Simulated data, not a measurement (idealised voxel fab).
You're looking at the process module voxel transistor to metal.
The width of the displayed cross-section, cut, is 300 nm; its cells are square, with a size of 5 nm.
Think of the cross-section as a grid of square cells. We describe it in bands, top to bottom, and each band covers one or more rows of those cells.
Per band: top height and bottom height in nm, followed by the left-to-right materials and their widths in nm; "full width" marks a single material spanning edge to edge, "air" marks empty space.
The reference from which all heights are counted is 0, the level beneath which the as-received wafer is entirely one material; the lowest band, having no lower bound, proceeds downward and is written after the example "z 0 and below".
Think of "30->40" as a width that walks from the first number to the second as you go down the band, top row to bottom row, taking equal-sized steps from row to row.
Given "all unchanged" for a step, no cell of the cross-section differs between before and after that step.
Empty spaces counting at least 8 cells and having no open way to the top are listed in "Entrapped void list". The notation width x height at distance is used for each, the distance being from the left edge and all three values in nm.
Read whatever lies past the settings on a step's line as the simulator's own remark about the step.
overlay nm: mask offset rightward from planned place, masked step; negative means leftward offset.
# Intended process steps
1) RECEIVE | material Si
2) CONFORMAL_DEP | material SiO2 | thk nm 5
3) CONFORMAL_DEP | material SiN | thk nm 15
4) MASKED_ETCH | tone cover | mask id ACTIVE | width nm 115 | pitch nm 140 | etch materials SiN | depth nm 15 | overlay nm 0
5) MASKED_ETCH | tone cover | mask id ACTIVE | width nm 115 | pitch nm 140 | etch materials SiO2 | depth nm 5 | overlay nm 0
6) MASKED_ETCH | tone cover | mask id ACTIVE | width nm 115 | pitch nm 140 | etch materials Si | depth nm 25 | overlay nm 0
7) FILL_DEP | material SiO2 | thk nm 5
8) CMP | height nm 20
9) SELECTIVE_ETCH | etch materials SiO2 | depth nm 15
10) STRIP | etch materials SiN
11) SELECTIVE_ETCH | etch materials SiO2 | depth nm 5
12) OXIDIZE | depth nm 5
13) DIRECTIONAL_DEP | material polySi | thk nm 25
14) DIRECTIONAL_DEP | material SiCN | thk nm 15
15) DIRECTIONAL_DEP | material aC | thk nm 15
16) PATTERN | tone cover | mask id GATE | material resist | width nm 35 | pitch nm 140 | thk nm 30 | overlay nm 0
17) DIRECTIONAL_ETCH | etch materials aC | depth nm 15
18) STRIP | etch materials resist
19) DIRECTIONAL_ETCH | etch materials SiCN | depth nm 25
20) DIRECTIONAL_ETCH | etch materials polySi | depth nm 35
21) STRIP | etch materials aC
22) CONFORMAL_DEP | material SiO2 | thk nm 5
23) DIRECTIONAL_ETCH | etch materials SiO2 | depth nm 5
24) CONFORMAL_DEP | material SiN | thk nm 10
25) DIRECTIONAL_ETCH | etch materials SiN | depth nm 10
26) DIRECTIONAL_ETCH | etch materials SiO2 | depth nm 5
27) EPI | material nSi | thk nm 5
28) FILL_DEP | material SiO2 | thk nm 10
29) CMP | height nm 25
30) STRIP | etch materials polySi
31) SELECTIVE_ETCH | etch materials SiO2 | depth nm 5
32) CONFORMAL_DEP | material HfO2 | thk nm 5
33) CONFORMAL_DEP | material TiN | thk nm 5
34) FILL_DEP | material W | thk nm 5
35) CMP | height nm 20
36) DIRECTIONAL_DEP | material SiO2 | thk nm 15
37) DIRECTIONAL_DEP | material aC | thk nm 10
38) PATTERN | tone open | mask id CONTACT | material resist | width nm 15 | thk nm 25 | overlay nm 0
39) DIRECTIONAL_ETCH | etch materials aC | depth nm 10
40) STRIP | etch materials resist
41) DIRECTIONAL_ETCH | etch materials SiO2 | depth nm 35
42) STRIP | etch materials aC
43) CONFORMAL_DEP | material TiN | thk nm 5
44) FILL_DEP | material W | thk nm 5
45) CMP | height nm 35
46) DIRECTIONAL_DEP | material TiN | thk nm 5
47) DIRECTIONAL_DEP | material W | thk nm 25
48) DIRECTIONAL_DEP | material aC | thk nm 15
49) PATTERN | tone cover | mask id METAL_1 | material resist | width nm 15 | thk nm 35 | overlay nm 0
50) DIRECTIONAL_ETCH | etch materials aC | depth nm 15
51) STRIP | etch materials resist
52) DIRECTIONAL_ETCH | etch materials W | depth nm 25
53) DIRECTIONAL_ETCH | etch materials TiN | depth nm 5
54) STRIP | etch materials aC
55) FILL_DEP | material SiO2 | thk nm 10
56) CMP | height nm 65
57) CONFORMAL_DEP | material SiN | thk nm 5
# The first of a set of two wafers, run to plan
# Delivered wafer in cross-section: state after step 1
    z 0 and below = Si full width
    Entrapped void list: none
# State of the wafer after step 2, shown in cross-section
    z 5 to 0 = SiO2 full width
    Everything below 0 is unchanged.
# State of the wafer after step 3, shown in cross-section
    z 20 to 5 = SiN full width
    Everything below 5 is unchanged.
# State of the wafer after step 4, shown in cross-section
    z 20 to 5 = air (20) / SiN (115) / air (25) / SiN (115) / air (25)
    Everything below 5 is unchanged.
# State of the wafer after step 5, shown in cross-section
    z 20 to 5 = air (20) / SiN (115) / air (25) / SiN (115) / air (25)
    z 5 to 0 = air (20) / SiO2 (115) / air (25) / SiO2 (115) / air (25)
    Everything below 0 is unchanged.
# State of the wafer after step 6, shown in cross-section
    z 20 to 5 = air (20) / SiN (115) / air (25) / SiN (115) / air (25)
    z 5 to 0 = air (20) / SiO2 (115) / air (25) / SiO2 (115) / air (25)
    z 0 to -25 = air (20) / Si (115) / air (25) / Si (115) / air (25)
    Everything below -25 is unchanged.
# State of the wafer after step 7, shown in cross-section
    z 25 to 20 = SiO2 full width
    z 20 to 5 = SiO2 (20) / SiN (115) / SiO2 (25) / SiN (115) / SiO2 (25)
    z 5 to 0 = SiO2 full width
    z 0 to -25 = SiO2 (20) / Si (115) / SiO2 (25) / Si (115) / SiO2 (25)
    Everything below -25 is unchanged.
# State of the wafer after step 8, shown in cross-section
    z 20 to 5 = SiO2 (20) / SiN (115) / SiO2 (25) / SiN (115) / SiO2 (25)
    Everything below 5 is unchanged.
# State of the wafer after step 9, shown in cross-section
    z 20 to 5 = air (20) / SiN (115) / air (25) / SiN (115) / air (25)
    Everything below 5 is unchanged.
# State of the wafer after step 10, shown in cross-section
    z 5 to 0 = SiO2 full width
    Everything below 0 is unchanged.
# State of the wafer after step 11, shown in cross-section
    z 0 to -25 = SiO2 (20) / Si (115) / SiO2 (25) / Si (115) / SiO2 (25)
    Everything below -25 is unchanged.
# State of the wafer after step 12, shown in cross-section
    z 0 to -5 = SiO2 full width
    Everything below -5 is unchanged.
# State of the wafer after step 13, shown in cross-section
    z 25 to 0 = polySi full width
    Everything below 0 is unchanged.
# State of the wafer after step 14, shown in cross-section
    z 40 to 25 = SiCN full width
    Everything below 25 is unchanged.
# State of the wafer after step 15, shown in cross-section
    z 55 to 40 = aC full width
    Everything below 40 is unchanged.
# State of the wafer after step 16, shown in cross-section
    z 85 to 55 = air (60) / resist (35) / air (105) / resist (35) / air (65)
    Everything below 55 is unchanged.
# State of the wafer after step 17, shown in cross-section
    z 70 to 55 = air (60) / resist (35) / air (105) / resist (35) / air (65)
    z 55 to 40 = air (60) / aC (35) / air (105) / aC (35) / air (65)
    Everything below 40 is unchanged.
# State of the wafer after step 18, shown in cross-section
    z 55 to 40 = air (60) / aC (35) / air (105) / aC (35) / air (65)
    Everything below 40 is unchanged.
# State of the wafer after step 19, shown in cross-section
    z 55 to 40 = air (60) / aC (35) / air (105) / aC (35) / air (65)
    z 40 to 25 = air (60) / SiCN (35) / air (105) / SiCN (35) / air (65)
    Everything below 25 is unchanged.
# State of the wafer after step 20, shown in cross-section
    z 55 to 40 = air (60) / aC (35) / air (105) / aC (35) / air (65)
    z 40 to 25 = air (60) / SiCN (35) / air (105) / SiCN (35) / air (65)
    z 25 to 0 = air (60) / polySi (35) / air (105) / polySi (35) / air (65)
    Everything below 0 is unchanged.
# State of the wafer after step 21, shown in cross-section
    z 40 to 25 = air (60) / SiCN (35) / air (105) / SiCN (35) / air (65)
    Everything below 25 is unchanged.
# State of the wafer after step 22, shown in cross-section
    z 45 to 40 = air (55) / SiO2 (45) / air (95) / SiO2 (45) / air (60)
    z 40 to 25 = air (55) / SiO2 (5) / SiCN (35) / SiO2 (5) / air (95) / SiO2 (5) / SiCN (35) / SiO2 (5) / air (60)
    z 25 to 5 = air (55) / SiO2 (5) / polySi (35) / SiO2 (5) / air (95) / SiO2 (5) / polySi (35) / SiO2 (5) / air (60)
    z 5 to 0 = SiO2 (60) / polySi (35) / SiO2 (105) / polySi (35) / SiO2 (65)
    Everything below 0 is unchanged.
# State of the wafer after step 23, shown in cross-section
    z 40 to 25 = air (55) / SiO2 (5) / SiCN (35) / SiO2 (5) / air (95) / SiO2 (5) / SiCN (35) / SiO2 (5) / air (60)
    z 25 to 0 = air (55) / SiO2 (5) / polySi (35) / SiO2 (5) / air (95) / SiO2 (5) / polySi (35) / SiO2 (5) / air (60)
    Everything below 0 is unchanged.
# State of the wafer after step 24, shown in cross-section
    z 50 to 40 = air (45) / SiN (65) / air (75) / SiN (65) / air (50)
    z 40 to 25 = air (45) / SiN (10) / SiO2 (5) / SiCN (35) / SiO2 (5) / SiN (10) / air (75) / SiN (10) / SiO2 (5) / SiCN (35) / SiO2 (5) / SiN (10) / air (50)
    z 25 to 10 = air (45) / SiN (10) / SiO2 (5) / polySi (35) / SiO2 (5) / SiN (10) / air (75) / SiN (10) / SiO2 (5) / polySi (35) / SiO2 (5) / SiN (10) / air (50)
    z 10 to 0 = SiN (55) / SiO2 (5) / polySi (35) / SiO2 (5) / SiN (95) / SiO2 (5) / polySi (35) / SiO2 (5) / SiN (60)
    Everything below 0 is unchanged.
# State of the wafer after step 25, shown in cross-section
    z 40 to 25 = air (45) / SiN (10) / SiO2 (5) / SiCN (35) / SiO2 (5) / SiN (10) / air (75) / SiN (10) / SiO2 (5) / SiCN (35) / SiO2 (5) / SiN (10) / air (50)
    z 25 to 0 = air (45) / SiN (10) / SiO2 (5) / polySi (35) / SiO2 (5) / SiN (10) / air (75) / SiN (10) / SiO2 (5) / polySi (35) / SiO2 (5) / SiN (10) / air (50)
    Everything below 0 is unchanged.
# State of the wafer after step 26, shown in cross-section
    z 40 to 35 = air (45) / SiN (10) / air (5) / SiCN (35) / air (5) / SiN (10) / air (75) / SiN (10) / air (5) / SiCN (35) / air (5) / SiN (10) / air (50)
    z 35 to 25 = air (45) / SiN (10) / SiO2 (5) / SiCN (35) / SiO2 (5) / SiN (10) / air (75) / SiN (10) / SiO2 (5) / SiCN (35) / SiO2 (5) / SiN (10) / air (50)
    z 25 to 0 = air (45) / SiN (10) / SiO2 (5) / polySi (35) / SiO2 (5) / SiN (10) / air (75) / SiN (10) / SiO2 (5) / polySi (35) / SiO2 (5) / SiN (10) / air (50)
    z 0 to -5 = air (45) / SiO2 (65) / air (75) / SiO2 (65) / air (50)
    Everything below -5 is unchanged.
# State of the wafer after step 27, shown in cross-section
    z 40 to 35 = air (45) / SiN (10) / air (5) / SiCN (35) / air (5) / SiN (10) / air (75) / SiN (10) / air (5) / SiCN (35) / air (5) / SiN (10) / air (50)
    z 35 to 25 = air (45) / SiN (10) / SiO2 (5) / SiCN (35) / SiO2 (5) / SiN (10) / air (75) / SiN (10) / SiO2 (5) / SiCN (35) / SiO2 (5) / SiN (10) / air (50)
    z 25 to 0 = air (45) / SiN (10) / SiO2 (5) / polySi (35) / SiO2 (5) / SiN (10) / air (75) / SiN (10) / SiO2 (5) / polySi (35) / SiO2 (5) / SiN (10) / air (50)
    z 0 to -5 = air (15) / nSi (30) / SiO2 (65) / nSi (30) / air (15) / nSi (30) / SiO2 (65) / nSi (30) / air (20)
    Everything below -5 is unchanged.
# State of the wafer after step 28, shown in cross-section
    z 50 to 40 = SiO2 full width
    z 40 to 25 = SiO2 (45) / SiN (10) / SiO2 (5) / SiCN (35) / SiO2 (5) / SiN (10) / SiO2 (75) / SiN (10) / SiO2 (5) / SiCN (35) / SiO2 (5) / SiN (10) / SiO2 (50)
    z 25 to 0 = SiO2 (45) / SiN (10) / SiO2 (5) / polySi (35) / SiO2 (5) / SiN (10) / SiO2 (75) / SiN (10) / SiO2 (5) / polySi (35) / SiO2 (5) / SiN (10) / SiO2 (50)
    z 0 to -5 = SiO2 (15) / nSi (30) / SiO2 (65) / nSi (30) / SiO2 (15) / nSi (30) / SiO2 (65) / nSi (30) / SiO2 (20)
    Everything below -5 is unchanged.
# State of the wafer after step 29, shown in cross-section
    z 25 to 0 = SiO2 (45) / SiN (10) / SiO2 (5) / polySi (35) / SiO2 (5) / SiN (10) / SiO2 (75) / SiN (10) / SiO2 (5) / polySi (35) / SiO2 (5) / SiN (10) / SiO2 (50)
    Everything below 0 is unchanged.
# State of the wafer after step 30, shown in cross-section
    z 25 to 0 = SiO2 (45) / SiN (10) / SiO2 (5) / air (35) / SiO2 (5) / SiN (10) / SiO2 (75) / SiN (10) / SiO2 (5) / air (35) / SiO2 (5) / SiN (10) / SiO2 (50)
    Everything below 0 is unchanged.
# State of the wafer after step 31, shown in cross-section
    z 25 to 20 = air (45) / SiN (10) / air (45) / SiN (10) / air (75) / SiN (10) / air (45) / SiN (10) / air (50)
    z 20 to 0 = SiO2 (45) / SiN (10) / air (45) / SiN (10) / SiO2 (75) / SiN (10) / air (45) / SiN (10) / SiO2 (50)
    z 0 to -5 = SiO2 (15) / nSi (30) / SiO2 (10) / air (45) / SiO2 (10) / nSi (30) / SiO2 (15) / nSi (30) / SiO2 (10) / air (45) / SiO2 (10) / nSi (30) / SiO2 (20)
    Everything below -5 is unchanged.
# State of the wafer after step 32, shown in cross-section
    z 30 to 25 = air (40) / HfO2 (20) / air (35) / HfO2 (20) / air (65) / HfO2 (20) / air (35) / HfO2 (20) / air (45)
    z 25 to 20 = HfO2 (45) / SiN (10) / HfO2 (5) / air (35) / HfO2 (5) / SiN (10) / HfO2 (75) / SiN (10) / HfO2 (5) / air (35) / HfO2 (5) / SiN (10) / HfO2 (50)
    z 20 to 0 = SiO2 (45) / SiN (10) / HfO2 (5) / air (35) / HfO2 (5) / SiN (10) / SiO2 (75) / SiN (10) / HfO2 (5) / air (35) / HfO2 (5) / SiN (10) / SiO2 (50)
    z 0 to -5 = SiO2 (15) / nSi (30) / SiO2 (10) / HfO2 (45) / SiO2 (10) / nSi (30) / SiO2 (15) / nSi (30) / SiO2 (10) / HfO2 (45) / SiO2 (10) / nSi (30) / SiO2 (20)
    Everything below -5 is unchanged.
# State of the wafer after step 33, shown in cross-section
    z 35 to 30 = air (35) / TiN (30) / air (25) / TiN (30) / air (55) / TiN (30) / air (25) / TiN (30) / air (40)
    z 30 to 25 = TiN (40) / HfO2 (20) / TiN (5) / air (25) / TiN (5) / HfO2 (20) / TiN (65) / HfO2 (20) / TiN (5) / air (25) / TiN (5) / HfO2 (20) / TiN (45)
    z 25 to 20 = HfO2 (45) / SiN (10) / HfO2 (5) / TiN (5) / air (25) / TiN (5) / HfO2 (5) / SiN (10) / HfO2 (75) / SiN (10) / HfO2 (5) / TiN (5) / air (25) / TiN (5) / HfO2 (5) / SiN (10) / HfO2 (50)
    z 20 to 5 = SiO2 (45) / SiN (10) / HfO2 (5) / TiN (5) / air (25) / TiN (5) / HfO2 (5) / SiN (10) / SiO2 (75) / SiN (10) / HfO2 (5) / TiN (5) / air (25) / TiN (5) / HfO2 (5) / SiN (10) / SiO2 (50)
    z 5 to 0 = SiO2 (45) / SiN (10) / HfO2 (5) / TiN (35) / HfO2 (5) / SiN (10) / SiO2 (75) / SiN (10) / HfO2 (5) / TiN (35) / HfO2 (5) / SiN (10) / SiO2 (50)
    Everything below 0 is unchanged.
# State of the wafer after step 34, shown in cross-section
    z 40 to 35 = W full width
    z 35 to 30 = W (35) / TiN (30) / W (25) / TiN (30) / W (55) / TiN (30) / W (25) / TiN (30) / W (40)
    z 30 to 25 = TiN (40) / HfO2 (20) / TiN (5) / W (25) / TiN (5) / HfO2 (20) / TiN (65) / HfO2 (20) / TiN (5) / W (25) / TiN (5) / HfO2 (20) / TiN (45)
    z 25 to 20 = HfO2 (45) / SiN (10) / HfO2 (5) / TiN (5) / W (25) / TiN (5) / HfO2 (5) / SiN (10) / HfO2 (75) / SiN (10) / HfO2 (5) / TiN (5) / W (25) / TiN (5) / HfO2 (5) / SiN (10) / HfO2 (50)
    z 20 to 5 = SiO2 (45) / SiN (10) / HfO2 (5) / TiN (5) / W (25) / TiN (5) / HfO2 (5) / SiN (10) / SiO2 (75) / SiN (10) / HfO2 (5) / TiN (5) / W (25) / TiN (5) / HfO2 (5) / SiN (10) / SiO2 (50)
    Everything below 5 is unchanged.
# State of the wafer after step 35, shown in cross-section
    z 20 to 5 = SiO2 (45) / SiN (10) / HfO2 (5) / TiN (5) / W (25) / TiN (5) / HfO2 (5) / SiN (10) / SiO2 (75) / SiN (10) / HfO2 (5) / TiN (5) / W (25) / TiN (5) / HfO2 (5) / SiN (10) / SiO2 (50)
    Everything below 5 is unchanged.
# State of the wafer after step 36, shown in cross-section
    z 35 to 20 = SiO2 full width
    Everything below 20 is unchanged.
# State of the wafer after step 37, shown in cross-section
    z 45 to 35 = aC full width
    Everything below 35 is unchanged.
# State of the wafer after step 38, shown in cross-section
    z 70 to 45 = resist (30) / air (15) / resist (65) / air (15) / resist (45) / air (15) / resist (65) / air (15) / resist (35)
    Everything below 45 is unchanged.
# State of the wafer after step 39, shown in cross-section
    z 60 to 45 = resist (30) / air (15) / resist (65) / air (15) / resist (45) / air (15) / resist (65) / air (15) / resist (35)
    z 45 to 35 = aC (30) / air (15) / aC (65) / air (15) / aC (45) / air (15) / aC (65) / air (15) / aC (35)
    Everything below 35 is unchanged.
# State of the wafer after step 40, shown in cross-section
    z 45 to 35 = aC (30) / air (15) / aC (65) / air (15) / aC (45) / air (15) / aC (65) / air (15) / aC (35)
    Everything below 35 is unchanged.
# State of the wafer after step 41, shown in cross-section
    z 45 to 35 = aC (30) / air (15) / aC (65) / air (15) / aC (45) / air (15) / aC (65) / air (15) / aC (35)
    z 35 to 20 = SiO2 (30) / air (15) / SiO2 (65) / air (15) / SiO2 (45) / air (15) / SiO2 (65) / air (15) / SiO2 (35)
    z 20 to 5 = SiO2 (30) / air (15) / SiN (10) / HfO2 (5) / TiN (5) / W (25) / TiN (5) / HfO2 (5) / SiN (10) / air (15) / SiO2 (45) / air (15) / SiN (10) / HfO2 (5) / TiN (5) / W (25) / TiN (5) / HfO2 (5) / SiN (10) / air (15) / SiO2 (35)
    z 5 to 0 = SiO2 (30) / air (15) / SiN (10) / HfO2 (5) / TiN (35) / HfO2 (5) / SiN (10) / air (15) / SiO2 (45) / air (15) / SiN (10) / HfO2 (5) / TiN (35) / HfO2 (5) / SiN (10) / air (15) / SiO2 (35)
    Everything below 0 is unchanged.
# State of the wafer after step 42, shown in cross-section
    z 35 to 20 = SiO2 (30) / air (15) / SiO2 (65) / air (15) / SiO2 (45) / air (15) / SiO2 (65) / air (15) / SiO2 (35)
    Everything below 20 is unchanged.
# State of the wafer after step 43, shown in cross-section
    z 40 to 35 = TiN (35) / air (5) / TiN (75) / air (5) / TiN (55) / air (5) / TiN (75) / air (5) / TiN (40)
    z 35 to 20 = SiO2 (30) / TiN (5) / air (5) / TiN (5) / SiO2 (65) / TiN (5) / air (5) / TiN (5) / SiO2 (45) / TiN (5) / air (5) / TiN (5) / SiO2 (65) / TiN (5) / air (5) / TiN (5) / SiO2 (35)
    z 20 to 5 = SiO2 (30) / TiN (5) / air (5) / TiN (5) / SiN (10) / HfO2 (5) / TiN (5) / W (25) / TiN (5) / HfO2 (5) / SiN (10) / TiN (5) / air (5) / TiN (5) / SiO2 (45) / TiN (5) / air (5) / TiN (5) / SiN (10) / HfO2 (5) / TiN (5) / W (25) / TiN (5) / HfO2 (5) / SiN (10) / TiN (5) / air (5) / TiN (5) / SiO2 (35)
    z 5 to 0 = SiO2 (30) / TiN (15) / SiN (10) / HfO2 (5) / TiN (35) / HfO2 (5) / SiN (10) / TiN (15) / SiO2 (45) / TiN (15) / SiN (10) / HfO2 (5) / TiN (35) / HfO2 (5) / SiN (10) / TiN (15) / SiO2 (35)
    Everything below 0 is unchanged.
# State of the wafer after step 44, shown in cross-section
    z 45 to 40 = W full width
    z 40 to 35 = TiN (35) / W (5) / TiN (75) / W (5) / TiN (55) / W (5) / TiN (75) / W (5) / TiN (40)
    z 35 to 20 = SiO2 (30) / TiN (5) / W (5) / TiN (5) / SiO2 (65) / TiN (5) / W (5) / TiN (5) / SiO2 (45) / TiN (5) / W (5) / TiN (5) / SiO2 (65) / TiN (5) / W (5) / TiN (5) / SiO2 (35)
    z 20 to 5 = SiO2 (30) / TiN (5) / W (5) / TiN (5) / SiN (10) / HfO2 (5) / TiN (5) / W (25) / TiN (5) / HfO2 (5) / SiN (10) / TiN (5) / W (5) / TiN (5) / SiO2 (45) / TiN (5) / W (5) / TiN (5) / SiN (10) / HfO2 (5) / TiN (5) / W (25) / TiN (5) / HfO2 (5) / SiN (10) / TiN (5) / W (5) / TiN (5) / SiO2 (35)
    Everything below 5 is unchanged.
# State of the wafer after step 45, shown in cross-section
    z 35 to 20 = SiO2 (30) / TiN (5) / W (5) / TiN (5) / SiO2 (65) / TiN (5) / W (5) / TiN (5) / SiO2 (45) / TiN (5) / W (5) / TiN (5) / SiO2 (65) / TiN (5) / W (5) / TiN (5) / SiO2 (35)
    Everything below 20 is unchanged.
# State of the wafer after step 46, shown in cross-section
    z 40 to 35 = TiN full width
    Everything below 35 is unchanged.
# State of the wafer after step 47, shown in cross-section
    z 65 to 40 = W full width
    Everything below 40 is unchanged.
# State of the wafer after step 48, shown in cross-section
    z 80 to 65 = aC full width
    Everything below 65 is unchanged.
# State of the wafer after step 49, shown in cross-section
    z 115 to 80 = air (30) / resist (15) / air (65) / resist (15) / air (45) / resist (15) / air (65) / resist (15) / air (35)
    Everything below 80 is unchanged.
# State of the wafer after step 50, shown in cross-section
    z 100 to 80 = air (30) / resist (15) / air (65) / resist (15) / air (45) / resist (15) / air (65) / resist (15) / air (35)
    z 80 to 65 = air (30) / aC (15) / air (65) / aC (15) / air (45) / aC (15) / air (65) / aC (15) / air (35)
    Everything below 65 is unchanged.
# State of the wafer after step 51, shown in cross-section
    z 80 to 65 = air (30) / aC (15) / air (65) / aC (15) / air (45) / aC (15) / air (65) / aC (15) / air (35)
    Everything below 65 is unchanged.
# State of the wafer after step 52, shown in cross-section
    z 80 to 65 = air (30) / aC (15) / air (65) / aC (15) / air (45) / aC (15) / air (65) / aC (15) / air (35)
    z 65 to 40 = air (30) / W (15) / air (65) / W (15) / air (45) / W (15) / air (65) / W (15) / air (35)
    Everything below 40 is unchanged.
# State of the wafer after step 53, shown in cross-section
    z 80 to 65 = air (30) / aC (15) / air (65) / aC (15) / air (45) / aC (15) / air (65) / aC (15) / air (35)
    z 65 to 40 = air (30) / W (15) / air (65) / W (15) / air (45) / W (15) / air (65) / W (15) / air (35)
    z 40 to 35 = air (30) / TiN (15) / air (65) / TiN (15) / air (45) / TiN (15) / air (65) / TiN (15) / air (35)
    Everything below 35 is unchanged.
# State of the wafer after step 54, shown in cross-section
    z 65 to 40 = air (30) / W (15) / air (65) / W (15) / air (45) / W (15) / air (65) / W (15) / air (35)
    Everything below 40 is unchanged.
# State of the wafer after step 55, shown in cross-section
    z 75 to 65 = SiO2 full width
    z 65 to 40 = SiO2 (30) / W (15) / SiO2 (65) / W (15) / SiO2 (45) / W (15) / SiO2 (65) / W (15) / SiO2 (35)
    z 40 to 35 = SiO2 (30) / TiN (15) / SiO2 (65) / TiN (15) / SiO2 (45) / TiN (15) / SiO2 (65) / TiN (15) / SiO2 (35)
    Everything below 35 is unchanged.
# State of the wafer after step 56, shown in cross-section
    z 65 to 40 = SiO2 (30) / W (15) / SiO2 (65) / W (15) / SiO2 (45) / W (15) / SiO2 (65) / W (15) / SiO2 (35)
    Everything below 40 is unchanged.
# State of the wafer after step 57, shown in cross-section
    z 70 to 65 = SiN full width
    Everything below 65 is unchanged.
# The second wafer was prepared from the same starting point and under the same plan as the first; its processing contained one mistake, and it remains indistinguishable from the first wafer up to and including step 34
Cross-sectional representation of the second wafer at the time designated in the plan for the completion of step 35: all unchanged
# Cross-sectional representation of the second wafer at the time designated in the plan for the completion of step 36
    z 55 to 40 = SiO2 full width
    Everything below 40 is unchanged.
# Cross-sectional representation of the second wafer at the time designated in the plan for the completion of step 37
    z 65 to 55 = aC full width
    Everything below 55 is unchanged.
# Cross-sectional representation of the second wafer at the time designated in the plan for the completion of step 38
    z 90 to 65 = resist (30) / air (15) / resist (65) / air (15) / resist (45) / air (15) / resist (65) / air (15) / resist (35)
    Everything below 65 is unchanged.
# Cross-sectional representation of the second wafer at the time designated in the plan for the completion of step 39
    z 80 to 65 = resist (30) / air (15) / resist (65) / air (15) / resist (45) / air (15) / resist (65) / air (15) / resist (35)
    z 65 to 55 = aC (30) / air (15) / aC (65) / air (15) / aC (45) / air (15) / aC (65) / air (15) / aC (35)
    Everything below 55 is unchanged.
# Cross-sectional representation of the second wafer at the time designated in the plan for the completion of step 40
    z 65 to 55 = aC (30) / air (15) / aC (65) / air (15) / aC (45) / air (15) / aC (65) / air (15) / aC (35)
    Everything below 55 is unchanged.
# Cross-sectional representation of the second wafer at the time designated in the plan for the completion of step 41
    z 65 to 55 = aC (30) / air (15) / aC (65) / air (15) / aC (45) / air (15) / aC (65) / air (15) / aC (35)
    z 55 to 40 = SiO2 (30) / air (15) / SiO2 (65) / air (15) / SiO2 (45) / air (15) / SiO2 (65) / air (15) / SiO2 (35)
    Everything below 40 is unchanged.
# Cross-sectional representation of the second wafer at the time designated in the plan for the completion of step 42
    z 55 to 40 = SiO2 (30) / air (15) / SiO2 (65) / air (15) / SiO2 (45) / air (15) / SiO2 (65) / air (15) / SiO2 (35)
    Everything below 40 is unchanged.
# Cross-sectional representation of the second wafer at the time designated in the plan for the completion of step 43
    z 60 to 55 = TiN (35) / air (5) / TiN (75) / air (5) / TiN (55) / air (5) / TiN (75) / air (5) / TiN (40)
    z 55 to 45 = SiO2 (30) / TiN (5) / air (5) / TiN (5) / SiO2 (65) / TiN (5) / air (5) / TiN (5) / SiO2 (45) / TiN (5) / air (5) / TiN (5) / SiO2 (65) / TiN (5) / air (5) / TiN (5) / SiO2 (35)
    z 45 to 40 = SiO2 (30) / TiN (15) / SiO2 (65) / TiN (15) / SiO2 (45) / TiN (15) / SiO2 (65) / TiN (15) / SiO2 (35)
    Everything below 40 is unchanged.
# Cross-sectional representation of the second wafer at the time designated in the plan for the completion of step 44
    z 65 to 60 = W full width
    z 60 to 55 = TiN (35) / W (5) / TiN (75) / W (5) / TiN (55) / W (5) / TiN (75) / W (5) / TiN (40)
    z 55 to 45 = SiO2 (30) / TiN (5) / W (5) / TiN (5) / SiO2 (65) / TiN (5) / W (5) / TiN (5) / SiO2 (45) / TiN (5) / W (5) / TiN (5) / SiO2 (65) / TiN (5) / W (5) / TiN (5) / SiO2 (35)
    Everything below 45 is unchanged.
# Cross-sectional representation of the second wafer at the time designated in the plan for the completion of step 45
    z 35 to 30 = W (35) / TiN (30) / W (25) / TiN (30) / W (55) / TiN (30) / W (25) / TiN (30) / W (40)
    Everything below 30 is unchanged.
# Cross-sectional representation of the second wafer at the time designated in the plan for the completion of step 46
    z 40 to 35 = TiN full width
    Everything below 35 is unchanged.
# Cross-sectional representation of the second wafer at the time designated in the plan for the completion of step 47
    z 65 to 40 = W full width
    Everything below 40 is unchanged.
# Cross-sectional representation of the second wafer at the time designated in the plan for the completion of step 48
    z 80 to 65 = aC full width
    Everything below 65 is unchanged.
# Cross-sectional representation of the second wafer at the time designated in the plan for the completion of step 49
    z 115 to 80 = air (30) / resist (15) / air (65) / resist (15) / air (45) / resist (15) / air (65) / resist (15) / air (35)
    Everything below 80 is unchanged.
# Cross-sectional representation of the second wafer at the time designated in the plan for the completion of step 50
    z 100 to 80 = air (30) / resist (15) / air (65) / resist (15) / air (45) / resist (15) / air (65) / resist (15) / air (35)
    z 80 to 65 = air (30) / aC (15) / air (65) / aC (15) / air (45) / aC (15) / air (65) / aC (15) / air (35)
    Everything below 65 is unchanged.
# Cross-sectional representation of the second wafer at the time designated in the plan for the completion of step 51
    z 80 to 65 = air (30) / aC (15) / air (65) / aC (15) / air (45) / aC (15) / air (65) / aC (15) / air (35)
    Everything below 65 is unchanged.
# Cross-sectional representation of the second wafer at the time designated in the plan for the completion of step 52
    z 80 to 65 = air (30) / aC (15) / air (65) / aC (15) / air (45) / aC (15) / air (65) / aC (15) / air (35)
    z 65 to 40 = air (30) / W (15) / air (65) / W (15) / air (45) / W (15) / air (65) / W (15) / air (35)
    Everything below 40 is unchanged.
# Cross-sectional representation of the second wafer at the time designated in the plan for the completion of step 53
    z 80 to 65 = air (30) / aC (15) / air (65) / aC (15) / air (45) / aC (15) / air (65) / aC (15) / air (35)
    z 65 to 40 = air (30) / W (15) / air (65) / W (15) / air (45) / W (15) / air (65) / W (15) / air (35)
    z 40 to 35 = air (30) / TiN (15) / air (65) / TiN (15) / air (45) / TiN (15) / air (65) / TiN (15) / air (35)
    Everything below 35 is unchanged.
# Cross-sectional representation of the second wafer at the time designated in the plan for the completion of step 54
    z 65 to 40 = air (30) / W (15) / air (65) / W (15) / air (45) / W (15) / air (65) / W (15) / air (35)
    Everything below 40 is unchanged.
# Cross-sectional representation of the second wafer at the time designated in the plan for the completion of step 55
    z 75 to 65 = SiO2 full width
    z 65 to 40 = SiO2 (30) / W (15) / SiO2 (65) / W (15) / SiO2 (45) / W (15) / SiO2 (65) / W (15) / SiO2 (35)
    z 40 to 35 = SiO2 (30) / TiN (15) / SiO2 (65) / TiN (15) / SiO2 (45) / TiN (15) / SiO2 (65) / TiN (15) / SiO2 (35)
    Everything below 35 is unchanged.
# Cross-sectional representation of the second wafer at the time designated in the plan for the completion of step 56
    z 65 to 40 = SiO2 (30) / W (15) / SiO2 (65) / W (15) / SiO2 (45) / W (15) / SiO2 (65) / W (15) / SiO2 (35)
    Everything below 40 is unchanged.
# Cross-sectional representation of the second wafer at the time designated in the plan for the completion of step 57
    z 70 to 65 = SiN full width
    Everything below 65 is unchanged.
Processing error: step 35 of the plan got skipped, so it never ran
At the finish, the second wafer shows more or fewer cells for some materials than the first does: +54 HfO2, +8 SiN, -96 SiO2, +2 TiN, +32 W
